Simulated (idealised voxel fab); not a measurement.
The name of this process module is voxel self aligned vias.
The cross-section shown here is cut; it is 295 nm wide and divided into square cells measuring 5 nm on a side.
Cross-sections here: square-cell grids, written as top-down lists of bands, a band being one or more rows of cells.
Read a band's entry like this: the first values are the height of its top and the height of its bottom in nm, and what follows is the sequence of materials from left to right, each with its width in nm. Note that "blank" is empty space, and that a single material marked "all across" reaches across the band from edge to edge.
Height datum 0, below which the as-received substrate wafer is one material. Lowest band open at the bottom, running downward: "z 0 and below".
So if you see something like "30->40" for the width, read it as the top row of the band sitting at the first number and the bottom row at the second, with every row in between moving by the same amount as the last.
No cell of the cross-section changed in a step that is given as "remained the same".
If an empty space has no open way to the top and is at least 8 cells in size, "Completely sealed voids" lists it, written width x height at distance, where distance is measured from the left edge and every value is in nm.
On a step's line, text after the settings is the simulator commenting on that step.
overlay nm: where the mask lay relative to plan, measured to the right, on steps with a mask; negatives go left.

Listed below are the process steps as planned:
1 RECEIVE,material Si
2 CONFORMAL_DEP,material SiO2,thk nm 10
3 CONFORMAL_DEP,material SiCN,thk nm 5
4 DIRECTIONAL_DEP,material SiO2,thk nm 20
5 MASKED_ETCH,tone open,mask id LINES,width nm 25,pitch nm 55,etch materials SiO2,depth nm 20,overlay nm 0
6 CONFORMAL_DEP,material TiN,thk nm 5
7 FILL_DEP,material Ru,thk nm 5
8 CMP,height nm 35
9 SELECTIVE_ETCH,etch materials W Ru TiN,depth nm 5
10 FILL_DEP,material SiN,thk nm 10
11 CMP,height nm 35
12 DIRECTIONAL_DEP,material SiO2,thk nm 15
13 DIRECTIONAL_DEP,material aC,thk nm 15
14 PATTERN,tone open,mask id VIAS,material resist,width nm 35,pitch nm 55,thk nm 35,overlay nm 0
15 DIRECTIONAL_ETCH,etch materials aC,depth nm 15
16 STRIP,etch materials resist
17 DIRECTIONAL_ETCH,etch materials SiO2,depth nm 15
18 DIRECTIONAL_ETCH,etch materials SiN,depth nm 5
19 STRIP,etch materials aC
20 CONFORMAL_DEP,material TiN,thk nm 5
21 FILL_DEP,material Ru,thk nm 10
22 CMP,height nm 50
23 CONFORMAL_DEP,material SiN,thk nm 5

Incoming wafer in cross-section (state: after step 1):
- z 0 and below  Si all across
- Completely sealed voids: none

Cross-section, first of two wafers, end of module, run as planned:
- z 55 to 50  SiN all across
- z 50 to 40  SiO2: 100 / TiN: 5 / Ru: 25 / TiN: 5 / SiO2: 20 / TiN: 5 / Ru: 25 / TiN: 5 / SiO2: 105
- z 40 to 35  SiO2: 100 / TiN: 10 / Ru: 15 / TiN: 10 / SiO2: 20 / TiN: 10 / Ru: 15 / TiN: 10 / SiO2: 105
- z 35 to 30  SiO2: 105 / TiN: 25 / SiO2: 30 / TiN: 25 / SiO2: 110
- z 30 to 20  SiO2: 105 / TiN: 5 / Ru: 15 / TiN: 5 / SiO2: 30 / TiN: 5 / Ru: 15 / TiN: 5 / SiO2: 110
- z 20 to 15  SiO2: 105 / TiN: 25 / SiO2: 30 / TiN: 25 / SiO2: 110
- z 15 to 10  SiCN all across
- z 10 to 0  SiO2 all across
- z 0 and below  Si all across
- Completely sealed voids: none

Cross-sectional image of the second wafer of the two following completion of the module. Starting state and process plan were the same as for the first wafer; one execution error occurred:
- z 55 to 50  SiN all across
- z 50 to 40  SiO2: 100 / TiN: 5 / Ru: 25 / TiN: 5 / SiO2: 20 / TiN: 5 / Ru: 25 / TiN: 5 / SiO2: 105
- z 40 to 35  SiO2: 100 / TiN: 5 / Ru: 10 / TiN: 20 / SiO2: 20 / TiN: 5 / Ru: 10 / TiN: 20 / SiO2: 105
- z 35 to 30  SiO2: 95 / SiN: 5 / TiN: 20 / SiO2: 30 / SiN: 5 / TiN: 20 / SiO2: 120
- z 30 to 20  SiO2: 95 / TiN: 5 / Ru: 15 / TiN: 5 / SiO2: 30 / TiN: 5 / Ru: 15 / TiN: 5 / SiO2: 120
- z 20 to 15  SiO2: 95 / TiN: 25 / SiO2: 30 / TiN: 25 / SiO2: 120
- z 15 to 10  SiCN all across
- z 10 to 0  SiO2 all across
- z 0 and below  Si all across
- Completely sealed voids: none
What was the processing mistake? step 5: run off-plan, actual operation and settings MASKED_ETCH,tone open,mask id LINES,width nm 25,pitch nm 55,etch materials SiO2,depth nm 20,overlay nm -10
Final wafer comparison in cells, second versus first, more or fewer per material: Ru -2 | SiN +2
